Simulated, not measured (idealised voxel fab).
A process module follows: voxel ribs on slabs.
The cross-section on display is named cut; it measures 140 nm wide, and its cells are 5 nm squares.
Cross-section = grid of square cells, listed top down in bands; band = one or more rows.
Read a band's entry like this: the first values are the height of its top and the height of its bottom in nm, and what follows is the sequence of materials from left to right, each with its width in nm. Note that "empty" is empty space, and that a single material marked "all across" reaches across the band from edge to edge.
For the purposes of this specification, 0 denotes the height below which the wafer in its as-received condition is composed wholly of one material, and the lowermost band, lacking a lower limit, extends downward without end, as expressed in "0..down".
The notation "30 to 40" denotes a width that varies across the rows of cells in the band, beginning at the first number in the top row, finishing at the second number in the bottom row, and changing by an identical amount from each row to the next.
Any step labelled "remained the same" changed none of the cells in the cross-section.
Entry "Closed void catalog" = empty spaces >= 8 cells with no open way to the top; each as width x height at distance, distance from left edge, all nm.
Anything after a step's settings on that line? It's the simulator's own note about the step.
A step line may carry the setting "overlay nm", which, for steps involving a mask, states the distance by which the mask lay to the right of its intended position; negative values denote displacement to the left.
List of planned process steps:
1,RECEIVE | material Si
2,DIRECTIONAL_DEP | material SiO2 | thk nm 20
3,DIRECTIONAL_DEP | material polySi | thk nm 20
4,PATTERN | tone cover | mask id RIB | material resist | width nm 30 | thk nm 20 | overlay nm 0
5,DIRECTIONAL_ETCH | etch materials polySi | depth nm 15
6,STRIP | etch materials resist
7,DIRECTIONAL_DEP | material aC | thk nm 15
8,PATTERN | tone cover | mask id SLAB | material resist | width nm 50 | thk nm 35 | overlay nm 0
9,DIRECTIONAL_ETCH | etch materials aC | depth nm 15
10,STRIP | etch materials resist
11,DIRECTIONAL_ETCH | etch materials polySi | depth nm 5
12,STRIP | etch materials aC
13,FILL_DEP | material SiO2 | thk nm 15
14,CMP | height nm 50
15,DIRECTIONAL_DEP | material TiN | thk nm 5
16,MASKED_ETCH | tone cover | mask id HEATER | width nm 40 | etch materials TiN | depth nm 5 | overlay nm 0
17,CONFORMAL_DEP | material SiO2 | thk nm 5
For this document, wafers share an identical start and vary in the step 8 width nm; the plan quotes the first wafer's value.
Cross-section of the first of several wafers as received (after step 1):
> 0..down: Si all across
> Closed void catalog: none
Take a look at the first of several wafers in cross-section: the module is done, and step 17 was its last step:
> 60..55: 45 of empty / 50 of SiO2 / 45 of empty
> 55..50: 50 of SiO2 / 40 of TiN / 50 of SiO2
> 50..40: SiO2 all across
> 40..25: 55 of SiO2 / 30 of polySi / 55 of SiO2
> 25..20: 45 of SiO2 / 50 of polySi / 45 of SiO2
> 20..0: SiO2 all across
> 0..down: Si all across
> Closed void catalog: none
Of the several wafers, the last: cross-section at the end of the module:
> 60..55: 45 of empty / 50 of SiO2 / 45 of empty
> 55..50: 50 of SiO2 / 40 of TiN / 50 of SiO2
> 50..40: SiO2 all across
> 40..25: 55 of SiO2 / 30 of polySi / 55 of SiO2
> 25..20: 35 of SiO2 / 75 of polySi / 30 of SiO2
> 20..0: SiO2 all across
> 0..down: Si all across
> Closed void catalog: none
Basically each wafer gets a line in the table, showing it at the end of the module: material by material, the cells it gained (+) or lost (-) since we got it, then its closed voids:
width nm 50 | +282 SiO2 | +8 TiN | +28 polySi | Closed void catalog: none
width nm 55 | +281 SiO2 | +8 TiN | +29 polySi | Closed void catalog: none
width nm 60 | +280 SiO2 | +8 TiN | +30 polySi | Closed void catalog: none
width nm 65 | +279 SiO2 | +8 TiN | +31 polySi | Closed void catalog: none
width nm 70 | +278 SiO2 | +8 TiN | +32 polySi | Closed void catalog: none
width nm 75 | +277 SiO2 | +8 TiN | +33 polySi | Closed void catalog: none
